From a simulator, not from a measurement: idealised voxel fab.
Proc. module: voxel quadruple lines
The cross-section on display is named cut; it measures 220 nm wide, and its cells are 5 nm squares.
Cross-section, as written here: a square-cell grid given band by band from the top down, where a band holds one or more rows of cells. Each band's line starts with the height of the band's top and of its bottom, in nm. Then come its materials from left to right, each with its width in nm. One material with "everywhere" fills the band from edge to edge. "blank" is empty space. Heads up on the height convention: 0 is the point under which the incoming wafer is all one material, and the lowest band has no bottom, it just keeps going down, like "0 and below". Think of "30->40" as a width that walks from the first number to the second as you go down the band, top row to bottom row, taking equal-sized steps from row to row. Where the words "nothing changed" appear for a step, the cross-section shows no cell changed by that step; every cell remained as before. "Enclosed void listing" means: voids of 8 cells or more that are shut off from the top with no open way through. Written width x height at distance, distance from the left edge, in nm. That trailing text on a step's line, after the settings, is the simulator's own remark on the step. Among the settings permitted on a step's line is "overlay nm"; applied to a step with a mask, it specifies the extent to which the mask lay to the right of its planned position, whereas a negative figure signifies a position to the left.
# The planned process steps are enumerated hereunder
1) RECEIVE | material Si
2) CONFORMAL_DEP | material SiO2 | thk nm 5
3) DIRECTIONAL_DEP | material W | thk nm 15
4) DIRECTIONAL_DEP | material polySi | thk nm 20
5) DIRECTIONAL_DEP | material aC | thk nm 20
6) PATTERN | tone cover | mask id MANDREL | material resist | width nm 25 | thk nm 30 | overlay nm 0
7) DIRECTIONAL_ETCH | etch materials aC | depth nm 20
8) STRIP | etch materials resist
9) CONFORMAL_DEP | material SiO2 | thk nm 15
10) DIRECTIONAL_ETCH | etch materials SiO2 | depth nm 15
11) STRIP | etch materials aC
12) DIRECTIONAL_ETCH | etch materials polySi | depth nm 20
13) STRIP | etch materials SiO2
14) CONFORMAL_DEP | material SiCN | thk nm 5
15) DIRECTIONAL_ETCH | etch materials SiCN | depth nm 5
16) STRIP | etch materials polySi
17) DIRECTIONAL_ETCH | etch materials W | depth nm 15
18) STRIP | etch materials SiCN
19) FILL_DEP | material lowk | thk nm 10
20) CMP | height nm 20
# first wafer, as planned
# Wafer as received: cross-section following step 1
    0 and below  Si everywhere
    Enclosed void listing: none
# Wafer after step 2 (cross-section)
    5 down to 0  SiO2 everywhere
    Unchanged below 0.
# Wafer after step 3 (cross-section)
    20 down to 5  W everywhere
    Unchanged below 5.
# Wafer after step 4 (cross-section)
    40 down to 20  polySi everywhere
    Unchanged below 20.
# Wafer after step 5 (cross-section)
    60 down to 40  aC everywhere
    Unchanged below 40.
# Wafer after step 6 (cross-section)
    90 down to 60  blank 95, then resist 25, then blank 100
    Unchanged below 60.
# Wafer after step 7 (cross-section)
    70 down to 60  blank 95, then resist 25, then blank 100
    60 down to 40  blank 95, then aC 25, then blank 100
    Unchanged below 40.
# Wafer after step 8 (cross-section)
    60 down to 40  blank 95, then aC 25, then blank 100
    Unchanged below 40.
# Wafer after step 9 (cross-section)
    75 down to 60  blank 80, then SiO2 55, then blank 85
    60 down to 55  blank 80, then SiO2 15, then aC 25, then SiO2 15, then blank 85
    55 down to 40  SiO2 95, then aC 25, then SiO2 100
    Unchanged below 40.
# Wafer after step 10 (cross-section)
    60 down to 40  blank 80, then SiO2 15, then aC 25, then SiO2 15, then blank 85
    Unchanged below 40.
# Wafer after step 11 (cross-section)
    60 down to 40  blank 80, then SiO2 15, then blank 25, then SiO2 15, then blank 85
    Unchanged below 40.
# Wafer after step 12 (cross-section)
    60 down to 40  blank 80, then SiO2 15, then blank 25, then SiO2 15, then blank 85
    40 down to 20  blank 80, then polySi 15, then blank 25, then polySi 15, then blank 85
    Unchanged below 20.
# Wafer after step 13 (cross-section)
    40 down to 20  blank 80, then polySi 15, then blank 25, then polySi 15, then blank 85
    Unchanged below 20.
# Wafer after step 14 (cross-section)
    45 down to 40  blank 75, then SiCN 25, then blank 15, then SiCN 25, then blank 80
    40 down to 25  blank 75, then SiCN 5, then polySi 15, then SiCN 5, then blank 15, then SiCN 5, then polySi 15, then SiCN 5, then blank 80
    25 down to 20  SiCN 80, then polySi 15, then SiCN 25, then polySi 15, then SiCN 85
    Unchanged below 20.
# Wafer after step 15 (cross-section)
    40 down to 20  blank 75, then SiCN 5, then polySi 15, then SiCN 5, then blank 15, then SiCN 5, then polySi 15, then SiCN 5, then blank 80
    Unchanged below 20.
# Wafer after step 16 (cross-section)
    40 down to 20  blank 75, then SiCN 5, then blank 15, then SiCN 5, then blank 15, then SiCN 5, then blank 15, then SiCN 5, then blank 80
    Unchanged below 20.
# Wafer after step 17 (cross-section)
    40 down to 20  blank 75, then SiCN 5, then blank 15, then SiCN 5, then blank 15, then SiCN 5, then blank 15, then SiCN 5, then blank 80
    20 down to 5  blank 75, then W 5, then blank 15, then W 5, then blank 15, then W 5, then blank 15, then W 5, then blank 80
    Unchanged below 5.
# Wafer after step 18 (cross-section)
    20 down to 5  blank 75, then W 5, then blank 15, then W 5, then blank 15, then W 5, then blank 15, then W 5, then blank 80
    Unchanged below 5.
# Wafer after step 19 (cross-section)
    30 down to 20  lowk everywhere
    20 down to 5  lowk 75, then W 5, then lowk 15, then W 5, then lowk 15, then W 5, then lowk 15, then W 5, then lowk 80
    Unchanged below 5.
# Wafer after step 20 (cross-section)
    20 down to 5  lowk 75, then W 5, then lowk 15, then W 5, then lowk 15, then W 5, then lowk 15, then W 5, then lowk 80
    Unchanged below 5.
# Wafer two of the pair: same origin, same plan, one error during the run; identical to wafer one up to and including step 1
Look at the second wafer in cross-section at the time step 2 ought to have finished: nothing changed
# Look at the second wafer in cross-section at the time step 3 ought to have finished
    15 down to 0  W everywhere
    Unchanged below 0.
# Look at the second wafer in cross-section at the time step 4 ought to have finished
    35 down to 15  polySi everywhere
    Unchanged below 15.
# Look at the second wafer in cross-section at the time step 5 ought to have finished
    55 down to 35  aC everywhere
    Unchanged below 35.
# Look at the second wafer in cross-section at the time step 6 ought to have finished
    85 down to 55  blank 95, then resist 25, then blank 100
    Unchanged below 55.
# Look at the second wafer in cross-section at the time step 7 ought to have finished
    65 down to 55  blank 95, then resist 25, then blank 100
    55 down to 35  blank 95, then aC 25, then blank 100
    Unchanged below 35.
# Look at the second wafer in cross-section at the time step 8 ought to have finished
    55 down to 35  blank 95, then aC 25, then blank 100
    Unchanged below 35.
# Look at the second wafer in cross-section at the time step 9 ought to have finished
    70 down to 55  blank 80, then SiO2 55, then blank 85
    55 down to 50  blank 80, then SiO2 15, then aC 25, then SiO2 15, then blank 85
    50 down to 35  SiO2 95, then aC 25, then SiO2 100
    Unchanged below 35.
# Look at the second wafer in cross-section at the time step 10 ought to have finished
    55 down to 35  blank 80, then SiO2 15, then aC 25, then SiO2 15, then blank 85
    Unchanged below 35.
# Look at the second wafer in cross-section at the time step 11 ought to have finished
    55 down to 35  blank 80, then SiO2 15, then blank 25, then SiO2 15, then blank 85
    Unchanged below 35.
# Look at the second wafer in cross-section at the time step 12 ought to have finished
    55 down to 35  blank 80, then SiO2 15, then blank 25, then SiO2 15, then blank 85
    35 down to 15  blank 80, then polySi 15, then blank 25, then polySi 15, then blank 85
    Unchanged below 15.
# Look at the second wafer in cross-section at the time step 13 ought to have finished
    35 down to 15  blank 80, then polySi 15, then blank 25, then polySi 15, then blank 85
    Unchanged below 15.
# Look at the second wafer in cross-section at the time step 14 ought to have finished
    40 down to 35  blank 75, then SiCN 25, then blank 15, then SiCN 25, then blank 80
    35 down to 20  blank 75, then SiCN 5, then polySi 15, then SiCN 5, then blank 15, then SiCN 5, then polySi 15, then SiCN 5, then blank 80
    20 down to 15  SiCN 80, then polySi 15, then SiCN 25, then polySi 15, then SiCN 85
    Unchanged below 15.
# Look at the second wafer in cross-section at the time step 15 ought to have finished
    35 down to 15  blank 75, then SiCN 5, then polySi 15, then SiCN 5, then blank 15, then SiCN 5, then polySi 15, then SiCN 5, then blank 80
    Unchanged below 15.
# Look at the second wafer in cross-section at the time step 16 ought to have finished
    35 down to 15  blank 75, then SiCN 5, then blank 15, then SiCN 5, then blank 15, then SiCN 5, then blank 15, then SiCN 5, then blank 80
    Unchanged below 15.
# Look at the second wafer in cross-section at the time step 17 ought to have finished
    35 down to 15  blank 75, then SiCN 5, then blank 15, then SiCN 5, then blank 15, then SiCN 5, then blank 15, then SiCN 5, then blank 80
    15 down to 0  blank 75, then W 5, then blank 15, then W 5, then blank 15, then W 5, then blank 15, then W 5, then blank 80
    Unchanged below 0.
# Look at the second wafer in cross-section at the time step 18 ought to have finished
    15 down to 0  blank 75, then W 5, then blank 15, then W 5, then blank 15, then W 5, then blank 15, then W 5, then blank 80
    Unchanged below 0.
# Look at the second wafer in cross-section at the time step 19 ought to have finished
    25 down to 15  lowk everywhere
    15 down to 0  lowk 75, then W 5, then lowk 15, then W 5, then lowk 15, then W 5, then lowk 15, then W 5, then lowk 80
    Unchanged below 0.
# Look at the second wafer in cross-section at the time step 20 ought to have finished
    20 down to 15  lowk everywhere
    Unchanged below 15.
Where did the run depart from the plan? step 2 from the plan never happened, it was just skipped
Wrapping up, a cell-based count of both wafers puts the second over or under the first for these materials: SiO2: 44 fewer, lowk: 44 more
